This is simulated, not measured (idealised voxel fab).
The following process module bears the name voxel wiring stack.
We display cut, a cross-section 290 nm in width whose square cells are each 5 nm.
Each cross-section below is a grid of square cells, stated as bands in top-down order, with one or more rows of cells making up each band.
Band entry format. Leading values: height of top, height of bottom, nm. Remainder: materials in left-to-right order, each with its width in nm. Special words: "everywhere" on a single material, which then fills the band edge to edge; "blank", empty space.
Height reference: 0 = level under which incoming wafer is all one material. Lowest band: no bottom, runs on downward, e.g. "0..down".
A width such as "30..40" changes by the same amount from each row of cells to the next, from the band's top row to its bottom row.
Where a step carries "no modifications", the cross-section came out of it unchanged, cell for cell.
Entry "Enclosed void catalog". Content: empty spaces with no open connection to the top, size 8 cells or greater. Each: width x height at distance. Distance: from left edge. Unit: nm.
Text after the settings on a step's line: the simulator's own remark on that step.
overlay nm: where the mask lay relative to plan, measured to the right, on steps with a mask; negatives go left.
plan
1) RECEIVE [material Si]
2) CONFORMAL_DEP [material SiO2] [thk nm 10]
3) DIRECTIONAL_DEP [material TiN] [thk nm 5]
4) DIRECTIONAL_DEP [material W] [thk nm 20]
5) MASKED_ETCH [tone cover] [mask id METAL_1] [width nm 25] [pitch nm 45] [etch materials W] [depth nm 20] [overlay nm 0]
6) MASKED_ETCH [tone cover] [mask id METAL_1] [width nm 25] [pitch nm 45] [etch materials TiN] [depth nm 5] [overlay nm 0]
7) FILL_DEP [material lowk] [thk nm 5]
8) CMP [height nm 35]
9) CONFORMAL_DEP [material SiCN] [thk nm 5]
10) DIRECTIONAL_DEP [material lowk] [thk nm 30]
11) DIRECTIONAL_DEP [material aC] [thk nm 10]
12) PATTERN [tone open] [mask id METAL_2_HOLES] [material resist] [width nm 15] [thk nm 30] [overlay nm 0]
13) DIRECTIONAL_ETCH [etch materials aC] [depth nm 10]
14) STRIP [etch materials resist]
15) DIRECTIONAL_ETCH [etch materials lowk] [depth nm 30]
16) STRIP [etch materials aC]
17) MASKED_ETCH [tone open] [mask id METAL_2] [width nm 25] [pitch nm 45] [etch materials lowk] [depth nm 15] [overlay nm 0]
18) MASKED_ETCH [tone open] [mask id METAL_2] [width nm 25] [pitch nm 45] [etch materials SiCN] [depth nm 5] [overlay nm 0]
19) CONFORMAL_DEP [material TiN] [thk nm 5]
20) FILL_DEP [material Ru] [thk nm 10]
21) CMP [height nm 70]
22) CONFORMAL_DEP [material SiN] [thk nm 5]
Cross-section of the wafer as it came to us, i.e., already through step 1
* 0..down  Si everywhere
* Enclosed void catalog: none
The first of the two wafers as seen in cross-section once the module was finished; processing followed the plan
* 75..70  SiN everywhere
* 70..60  110 nm lowk  5 nm TiN  15 nm Ru  5 nm TiN  20 nm lowk  5 nm TiN  15 nm Ru  5 nm TiN  110 nm lowk
* 60..55  110 nm lowk  5 nm TiN  5 nm Ru  15 nm TiN  20 nm lowk  25 nm TiN  110 nm lowk
* 55..40  110 nm lowk  5 nm TiN  5 nm Ru  5 nm TiN  165 nm lowk
* 40..35  110 nm SiCN  15 nm TiN  165 nm SiCN
* 35..15  110 nm lowk  25 nm W  20 nm lowk  25 nm W  110 nm lowk
* 15..10  110 nm lowk  25 nm TiN  20 nm lowk  25 nm TiN  110 nm lowk
* 10..0  SiO2 everywhere
* 0..down  Si everywhere
* Enclosed void catalog: none
Second wafer of the two, sectioned at the end of the module. It began like the first and followed the same plan, but one mistake was made while running it
* 75..70  SiN everywhere
* 70..60  105 nm lowk  5 nm TiN  20 nm Ru  5 nm TiN  20 nm lowk  5 nm TiN  15 nm Ru  5 nm TiN  110 nm lowk
* 60..55  105 nm lowk  5 nm TiN  15 nm Ru  10 nm TiN  20 nm lowk  25 nm TiN  110 nm lowk
* 55..45  105 nm lowk  5 nm TiN  15 nm Ru  5 nm TiN  160 nm lowk
* 45..40  105 nm lowk  10 nm TiN  10 nm Ru  5 nm TiN  160 nm lowk
* 40..35  110 nm SiCN  20 nm TiN  160 nm SiCN
* 35..15  110 nm lowk  25 nm W  20 nm lowk  25 nm W  110 nm lowk
* 15..10  110 nm lowk  25 nm TiN  20 nm lowk  25 nm TiN  110 nm lowk
* 10..0  SiO2 everywhere
* 0..down  Si everywhere
* Enclosed void catalog: none
Here's what went sideways: step 12 was processed under conditions differing from the plan, specifically as PATTERN [tone open] [mask id METAL_2_HOLES] [material resist] [width nm 25] [thk nm 30] [overlay nm 0]
Bottom line after processing is that, in cells, the second wafer is up or down on some materials versus the first: 9 more of Ru; 1 fewer of SiCN; 1 more of TiN; 9 fewer of lowk
